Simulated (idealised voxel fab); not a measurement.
process module | voxel transistor to metal
cross-section cut | 260 nm wide | cells 5 nm
A cross-section is a grid of square cells, given in bands from the top down. A band is one or more rows of cells.
Each band's line starts with the height of the band's top and of its bottom, in nm. Then come its materials from left to right, each with its width in nm. One material with "throughout" fills the band from edge to edge. "air" is empty space.
Height 0 is the level under which the wafer as received is all one material. The lowest band goes on downwards, as in "0 down".
A width such as "30 to 40" changes by the same amount from each row of cells to the next, from the band's top row to its bottom row.
"no change" after a step means that no cell of the cross-section changed.
closed voids: empty space of 8 cells or more with no open way to the top, each as width x height at its distance from the left edge, in nm
after a step's settings: what the simulator itself notes on the step
overlay nm, on a step with a mask: how far to the right of its planned place the mask lay; to the left if negative
plan
1 op RECEIVE | material Si
2 op CONFORMAL_DEP | material SiO2 | thk nm 5
3 op CONFORMAL_DEP | material SiN | thk nm 15
4 op DIRECTIONAL_DEP | material aC | thk nm 15
5 op PATTERN | tone cover | mask id ACTIVE | material resist | width nm 100 | pitch nm 130 | thk nm 30 | overlay nm 0
6 op DIRECTIONAL_ETCH | etch materials aC | depth nm 15
7 op STRIP | etch materials resist
8 op DIRECTIONAL_ETCH | etch materials SiN | depth nm 15
9 op DIRECTIONAL_ETCH | etch materials SiO2 | depth nm 5
10 op DIRECTIONAL_ETCH | etch materials Si | depth nm 25
11 op STRIP | etch materials aC
12 op FILL_DEP | material SiO2 | thk nm 15
13 op CMP | height nm 20
14 op SELECTIVE_ETCH | etch materials SiO2 | depth nm 15
15 op STRIP | etch materials SiN
16 op SELECTIVE_ETCH | etch materials SiO2 | depth nm 5
17 op OXIDIZE | depth nm 5
18 op DIRECTIONAL_DEP | material polySi | thk nm 20
19 op DIRECTIONAL_DEP | material SiCN | thk nm 15
20 op PATTERN | tone cover | mask id GATE | material resist | width nm 20 | pitch nm 130 | thk nm 20 | overlay nm 0
21 op DIRECTIONAL_ETCH | etch materials SiCN | depth nm 25
22 op DIRECTIONAL_ETCH | etch materials polySi | depth nm 30
23 op STRIP | etch materials resist
24 op CONFORMAL_DEP | material SiO2 | thk nm 5
25 op DIRECTIONAL_ETCH | etch materials SiO2 | depth nm 5
26 op CONFORMAL_DEP | material SiN | thk nm 10
27 op DIRECTIONAL_ETCH | etch materials SiN | depth nm 10
28 op DIRECTIONAL_ETCH | etch materials SiO2 | depth nm 5
29 op DIRECTIONAL_ETCH | etch materials Si | depth nm 10
30 op EPI | material SiGe | thk nm 15
31 op FILL_DEP | material SiO2 | thk nm 5
32 op CMP | height nm 35
33 op DIRECTIONAL_DEP | material SiO2 | thk nm 10
34 op DIRECTIONAL_DEP | material aC | thk nm 15
35 op PATTERN | tone open | mask id CONTACT | material resist | width nm 15 | pitch nm 65 | thk nm 35 | overlay nm 0
36 op DIRECTIONAL_ETCH | etch materials aC | depth nm 15
37 op STRIP | etch materials resist
38 op DIRECTIONAL_ETCH | etch materials SiO2 | depth nm 35
39 op STRIP | etch materials aC
40 op CONFORMAL_DEP | material TiN | thk nm 5
41 op FILL_DEP | material W | thk nm 5
42 op CMP | height nm 45
43 op DIRECTIONAL_DEP | material TiN | thk nm 5
44 op DIRECTIONAL_DEP | material W | thk nm 15
45 op DIRECTIONAL_DEP | material aC | thk nm 10
46 op PATTERN | tone cover | mask id METAL_1 | material resist | width nm 15 | pitch nm 65 | thk nm 25 | overlay nm 0
47 op DIRECTIONAL_ETCH | etch materials aC | depth nm 10
48 op STRIP | etch materials resist
49 op DIRECTIONAL_ETCH | etch materials W | depth nm 15
50 op DIRECTIONAL_ETCH | etch materials TiN | depth nm 5
51 op STRIP | etch materials aC
52 op CONFORMAL_DEP | material SiCN | thk nm 5
53 op FILL_DEP | material lowk | thk nm 5
54 op CMP | height nm 65
55 op CONFORMAL_DEP | material SiCN | thk nm 5
56 op DIRECTIONAL_DEP | material lowk | thk nm 35
57 op DIRECTIONAL_DEP | material aC | thk nm 10
58 op PATTERN | tone open | mask id METAL_2 | material resist | width nm 15 | pitch nm 130 | thk nm 25 | overlay nm 0
59 op DIRECTIONAL_ETCH | etch materials aC | depth nm 10
60 op STRIP | etch materials resist
61 op DIRECTIONAL_ETCH | etch materials lowk | depth nm 20
62 op STRIP | etch materials aC
63 op MASKED_ETCH | tone open | mask id METAL_2_HOLES | width nm 15 | pitch nm 130 | etch materials lowk | depth nm 15 | overlay nm 0
64 op MASKED_ETCH | tone open | mask id METAL_2_HOLES | width nm 15 | pitch nm 130 | etch materials SiCN | depth nm 5 | overlay nm 0
65 op CONFORMAL_DEP | material TiN | thk nm 5
66 op FILL_DEP | material Cu | thk nm 5
67 op CMP | height nm 105
68 op CONFORMAL_DEP | material SiN | thk nm 5
as received, after step 1
  0 down: Si throughout
  closed voids: none
a wafer at the end: this start, this plan, one mistake
  110 to 105: SiN throughout
  105 to 70: lowk 25 | TiN 5 | Cu 5 | TiN 5 | lowk 115 | TiN 5 | Cu 5 | TiN 5 | lowk 90
  70 to 65: SiCN 25 | TiN 15 | SiCN 115 | TiN 15 | SiCN 90
  65 to 50: lowk 20 | SiCN 5 | W 15 | SiCN 5 | lowk 40 | SiCN 5 | W 15 | SiCN 5 | lowk 40 | SiCN 5 | W 15 | SiCN 5 | lowk 40 | SiCN 5 | W 15 | SiCN 5 | lowk 20
  50 to 45: SiCN 25 | TiN 15 | SiCN 50 | TiN 15 | SiCN 50 | TiN 15 | SiCN 50 | TiN 15 | SiCN 25
  45 to 35: SiO2 25 | TiN 5 | W 5 | TiN 5 | SiO2 50 | TiN 5 | W 5 | TiN 5 | SiO2 50 | TiN 5 | W 5 | TiN 5 | SiO2 50 | TiN 5 | W 5 | TiN 5 | SiO2 25
  35 to 30: SiO2 25 | TiN 5 | W 5 | TiN 5 | SiN 10 | SiO2 5 | SiCN 20 | SiO2 5 | SiN 10 | TiN 5 | W 5 | TiN 5 | SiO2 50 | TiN 5 | W 5 | TiN 5 | SiN 10 | SiO2 5 | SiCN 20 | SiO2 5 | SiN 10 | TiN 5 | W 5 | TiN 5 | SiO2 25
  30 to 25: SiO2 25 | TiN 15 | SiN 10 | SiO2 5 | SiCN 20 | SiO2 5 | SiN 10 | TiN 15 | SiO2 50 | TiN 15 | SiN 10 | SiO2 5 | SiCN 20 | SiO2 5 | SiN 10 | TiN 15 | SiO2 25
  25 to 20: SiCN throughout
  20 to 0: polySi throughout
  0 to -5: SiO2 throughout
  -5 to -25: SiO2 15 | Si 100 | SiO2 30 | Si 100 | SiO2 15
  -25 down: Si throughout
  closed voids: none
what went wrong: step 19 was run twice
